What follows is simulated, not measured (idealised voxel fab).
Herein follows the process module entitled voxel gate over fins.
The figure presents cross-section cut, which has a width of 280 nm and is divided into square cells with an edge length of 5 nm.
Cross-section spec: square-cell grid; bands listed top down; each band is one or more rows. In this notation a band is specified by the heights of its top and bottom, in that order and in nm, after which its materials appear from left to right, each paired with its width in nm. The word "everywhere" attached to a single material means that material fills the band from edge to edge; the word "air" stands for empty space. Beneath 0, the wafer as received is one material, and that level is where height counting begins. The lowest band goes on downward without a bottom; it is written like "0 down". The two numbers in a width such as "30->40" mark its ends across the band: the first belongs to the top row of cells, the second to the bottom row, and from each row to the next the width moves by the same amount. Step marked "no change"? Then no cell in the cross-section changed in it. Basically, "Enclosed internal voids" tells you about the enclosed voids: empty spaces with no open way to the top, 8 cells or bigger, each written width x height at distance, where distance is from the left edge, all in nm. Step line, after settings: the simulator's comment on this step. You can add "overlay nm" to a step's line. For a step with a mask, it describes how far the mask lay to the right of its planned position, and a negative number describes a lay to the left.
## plan
1: RECEIVE,material Si
2: CONFORMAL_DEP,material SiN,thk nm 5
3: PATTERN,tone cover,mask id FINS,material resist,width nm 15,pitch nm 45,thk nm 20,overlay nm 0
4: DIRECTIONAL_ETCH,etch materials SiN,depth nm 5
5: DIRECTIONAL_ETCH,etch materials Si,depth nm 35
6: STRIP,etch materials resist
7: FILL_DEP,material SiO2,thk nm 15
8: CMP,height nm 5
9: SELECTIVE_ETCH,etch materials SiO2,depth nm 20
10: STRIP,etch materials SiN
11: CONFORMAL_DEP,material HfO2,thk nm 5
12: CONFORMAL_DEP,material TiN,thk nm 5
13: CONFORMAL_DEP,material TiAl,thk nm 5
14: CONFORMAL_DEP,material TiN,thk nm 5
15: FILL_DEP,material W,thk nm 10
16: CMP,height nm 25
17: CONFORMAL_DEP,material SiN,thk nm 10
## The cross-section here shows the wafer as received, i.e. in its state after step 1
    0 down  Si everywhere
    Enclosed internal voids: none
## Cross-sectional image of the first of two wafers at the end of the module, the run having proceeded as planned
    35 to 25  SiN everywhere
    25 to 20  W everywhere
    20 to 15  90 nm W / 100 nm TiN / 90 nm W
    15 to 10  90 nm W / 5 nm TiN / 90 nm TiAl / 5 nm TiN / 90 nm W
    10 to 5  90 nm W / 5 nm TiN / 5 nm TiAl / 35 nm TiN / 10 nm TiAl / 35 nm TiN / 5 nm TiAl / 5 nm TiN / 90 nm W
    5 to 0  95 nm TiN / 5 nm TiAl / 5 nm TiN / 25 nm HfO2 / 5 nm TiN / 10 nm TiAl / 5 nm TiN / 25 nm HfO2 / 5 nm TiN / 5 nm TiAl / 95 nm TiN
    0 to -5  100 nm TiAl / 5 nm TiN / 5 nm HfO2 / 15 nm Si / 5 nm HfO2 / 5 nm TiN / 10 nm TiAl / 5 nm TiN / 5 nm HfO2 / 15 nm Si / 5 nm HfO2 / 5 nm TiN / 100 nm TiAl
    -5 to -10  105 nm TiN / 5 nm HfO2 / 15 nm Si / 5 nm HfO2 / 20 nm TiN / 5 nm HfO2 / 15 nm Si / 5 nm HfO2 / 105 nm TiN
    -10 to -15  110 nm HfO2 / 15 nm Si / 30 nm HfO2 / 15 nm Si / 110 nm HfO2
    -15 to -35  110 nm SiO2 / 15 nm Si / 30 nm SiO2 / 15 nm Si / 110 nm SiO2
    -35 down  Si everywhere
    Enclosed internal voids: none
## Here's the second of our two wafers sectioned at module end. Same start as the first, same plan, but one mistake got made running it
    35 to 25  SiN everywhere
    25 to 15  W everywhere
    15 to 5  95 nm W / 90 nm TiN / 95 nm W
    5 to 0  95 nm W / 10 nm TiN / 25 nm HfO2 / 20 nm TiN / 25 nm HfO2 / 10 nm TiN / 95 nm W
    0 to -10  105 nm TiN / 5 nm HfO2 / 15 nm Si / 5 nm HfO2 / 20 nm TiN / 5 nm HfO2 / 15 nm Si / 5 nm HfO2 / 105 nm TiN
    -10 to -15  110 nm HfO2 / 15 nm Si / 30 nm HfO2 / 15 nm Si / 110 nm HfO2
    -15 to -35  110 nm SiO2 / 15 nm Si / 30 nm SiO2 / 15 nm Si / 110 nm SiO2
    -35 down  Si everywhere
    Enclosed internal voids: none
Short version of what went wrong: the plan's step 13 went unexecuted, having been skipped
Per the end-of-run cell counts, the second wafer holds more or fewer of some materials than the first: TiAl -68, TiN +6, W +62
